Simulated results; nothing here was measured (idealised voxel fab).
The document below concerns the process module designated voxel self aligned vias.
Pictured: cross-section cut, 185 nm wide, on a grid of 5 nm square cells.
For the purposes of this document, a cross-section shall be understood as a grid of square cells, specified as bands listed in top-to-bottom order, each band consisting of one or more rows of cells.
Read a band's entry like this: the first values are the height of its top and the height of its bottom in nm, and what follows is the sequence of materials from left to right, each with its width in nm. Note that "blank" is empty space, and that a single material marked "edge to edge" reaches across the band from edge to edge.
Counting heights begins at 0, where everything beneath is, in the wafer as received, one material. The lowest band has no bottom; it goes on downwards, as "0..down" shows.
Per-row width for "30..40": begins at first number (top row of band), ends at second number (bottom row), increment between rows held constant.
For the purposes of this document, the phrase "remains unaltered" attached to a step denotes that no cell within the cross-section was modified by that step.
What "Enclosed void inventory" gives you is every empty space of 8 cells or more that is cut off from the top. Each appears as width x height at distance, with the distance taken from the left edge and width, height and distance all in nm.
Post-settings text on a step line: simulator's own remark regarding the step.
What "overlay nm" on a step's line means: if the step has a mask, that mask lay this far to the right of its planned place, or, when the value is negative, to the left.

Here's what the planned process steps look like:
1: RECEIVE: material Si
2: CONFORMAL_DEP: material SiO2, thk nm 15
3: CONFORMAL_DEP: material SiCN, thk nm 5
4: DIRECTIONAL_DEP: material SiO2, thk nm 30
5: DIRECTIONAL_DEP: material aC, thk nm 5
6: PATTERN: tone open, mask id LINES, material resist, width nm 25, pitch nm 50, thk nm 25, overlay nm 0
7: DIRECTIONAL_ETCH: etch materials aC, depth nm 10
8: STRIP: etch materials resist
9: DIRECTIONAL_ETCH: etch materials SiO2, depth nm 30
10: STRIP: etch materials aC
11: CONFORMAL_DEP: material TiN, thk nm 5
12: FILL_DEP: material W, thk nm 5
13: CMP: height nm 50
14: SELECTIVE_ETCH: etch materials W Ru TiN, depth nm 5
15: FILL_DEP: material SiN, thk nm 10
16: CMP: height nm 50
17: DIRECTIONAL_DEP: material SiO2, thk nm 15
18: MASKED_ETCH: tone open, mask id VIAS, width nm 35, etch materials SiO2, depth nm 15, overlay nm 0
19: MASKED_ETCH: tone open, mask id VIAS, width nm 35, etch materials SiN, depth nm 5, overlay nm 0
20: CONFORMAL_DEP: material TiN, thk nm 5
21: FILL_DEP: material Cu, thk nm 10
22: CMP: height nm 65
23: CONFORMAL_DEP: material SiCN, thk nm 5
For clarity, it should be stated that the wafers under discussion commence in an identical condition and differ with respect to the thk nm of step 5, the plan indicating the value that the first wafer had.

This is how the first of several wafers looked in cross-section when it arrived, which is after step 1:
- 0..down: Si edge to edge
- Enclosed void inventory: none

Wafer cross-section (first of several) - module end, post step 23 (last step):
- 70..65: SiCN edge to edge
- 65..55: 50 nm SiO2; 5 nm TiN; 25 nm Cu; 5 nm TiN; 100 nm SiO2
- 55..50: 50 nm SiO2; 10 nm TiN; 15 nm Cu; 10 nm TiN; 100 nm SiO2
- 50..45: 55 nm SiO2; 25 nm TiN; 25 nm SiO2; 25 nm SiN; 55 nm SiO2
- 45..25: 55 nm SiO2; 5 nm TiN; 15 nm W; 5 nm TiN; 25 nm SiO2; 5 nm TiN; 15 nm W; 5 nm TiN; 55 nm SiO2
- 25..20: 55 nm SiO2; 25 nm TiN; 25 nm SiO2; 25 nm TiN; 55 nm SiO2
- 20..15: SiCN edge to edge
- 15..0: SiO2 edge to edge
- 0..down: Si edge to edge
- Enclosed void inventory: none

At the end of the module, the last of several wafers in cross-section:
- 70..65: SiCN edge to edge
- 65..55: 50 nm SiO2; 5 nm TiN; 25 nm Cu; 5 nm TiN; 100 nm SiO2
- 55..50: 50 nm SiO2; 35 nm TiN; 100 nm SiO2
- 50..20: SiO2 edge to edge
- 20..15: SiCN edge to edge
- 15..0: SiO2 edge to edge
- 0..down: Si edge to edge
- Enclosed void inventory: none

Row per wafer, end-of-module: cell gain (+)/loss (-) by material since the wafer came in, then closed voids:
thk nm 5; +13 Cu; +74 SiCN; +5 SiN; +363 SiO2; +39 TiN; +24 W; Enclosed void inventory: none
thk nm 10; +13 Cu; +74 SiCN; +5 SiN; +363 SiO2; +39 TiN; +24 W; Enclosed void inventory: none
thk nm 15; +10 Cu; +74 SiCN; +423 SiO2; +11 TiN; Enclosed void inventory: none
thk nm 20; +10 Cu; +74 SiCN; +423 SiO2; +11 TiN; Enclosed void inventory: none
thk nm 25; +10 Cu; +74 SiCN; +423 SiO2; +11 TiN; Enclosed void inventory: none
